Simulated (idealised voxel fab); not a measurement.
process module | voxel ribs on slabs
cross-section cut | 250 nm wide | cells 5 nm
A cross-section is a grid of square cells, given in bands from the top down. A band is one or more rows of cells.
Each band's line starts with the height of the band's top and of its bottom, in nm. Then come its materials from left to right, each with its width in nm. One material with "throughout" fills the band from edge to edge. "air" is empty space.
Height 0 is the level under which the wafer as received is all one material. The lowest band goes on downwards, as in "0 down".
A width such as "30 to 40" changes by the same amount from each row of cells to the next, from the band's top row to its bottom row.
"no change" after a step means that no cell of the cross-section changed.
closed voids: empty space of 8 cells or more with no open way to the top, each as width x height at its distance from the left edge, in nm
after a step's settings: what the simulator itself notes on the step
overlay nm, on a step with a mask: how far to the right of its planned place the mask lay; to the left if negative
plan
1 op RECEIVE | material Si
2 op DIRECTIONAL_DEP | material SiO2 | thk nm 30
3 op DIRECTIONAL_DEP | material polySi | thk nm 20
4 op PATTERN | tone cover | mask id RIB | material resist | width nm 30 | thk nm 15 | overlay nm 0
5 op DIRECTIONAL_ETCH | etch materials polySi | depth nm 5
6 op STRIP | etch materials resist
7 op PATTERN | tone cover | mask id SLAB | material resist | width nm 80 | thk nm 15 | overlay nm 0
8 op DIRECTIONAL_ETCH | etch materials polySi | depth nm 15
9 op STRIP | etch materials resist
10 op FILL_DEP | material SiO2 | thk nm 15
11 op CMP | height nm 60
12 op DIRECTIONAL_DEP | material W | thk nm 10
13 op PATTERN | tone cover | mask id HEATER | material resist | width nm 40 | thk nm 20 | overlay nm 0
14 op DIRECTIONAL_ETCH | etch materials W | depth nm 10
15 op STRIP | etch materials resist
16 op CONFORMAL_DEP | material SiO2 | thk nm 5
as received, after step 1
  0 down: Si throughout
  closed voids: none
first wafer at the end, as planned
  75 to 70: air 100 | SiO2 50 | air 100
  70 to 65: air 100 | SiO2 5 | W 40 | SiO2 5 | air 100
  65 to 60: SiO2 105 | W 40 | SiO2 105
  60 to 50: SiO2 throughout
  50 to 45: SiO2 110 | polySi 30 | SiO2 110
  45 to 30: SiO2 85 | polySi 80 | SiO2 85
  30 to 0: SiO2 throughout
  0 down: Si throughout
  closed voids: none
second wafer at the end: like start, like plan, one mistake
  75 to 70: SiO2 throughout
  70 to 60: polySi throughout
  60 to 50: SiO2 throughout
  50 to 45: SiO2 110 | polySi 30 | SiO2 110
  45 to 30: SiO2 85 | polySi 80 | SiO2 85
  30 to 0: SiO2 throughout
  0 down: Si throughout
  closed voids: none
what went wrong: step 12 ran as: op DIRECTIONAL_DEP | material polySi | thk nm 10
at the end the second wafer has, in cells: 4 fewer of SiO2 | 16 fewer of W | 100 more of polySi
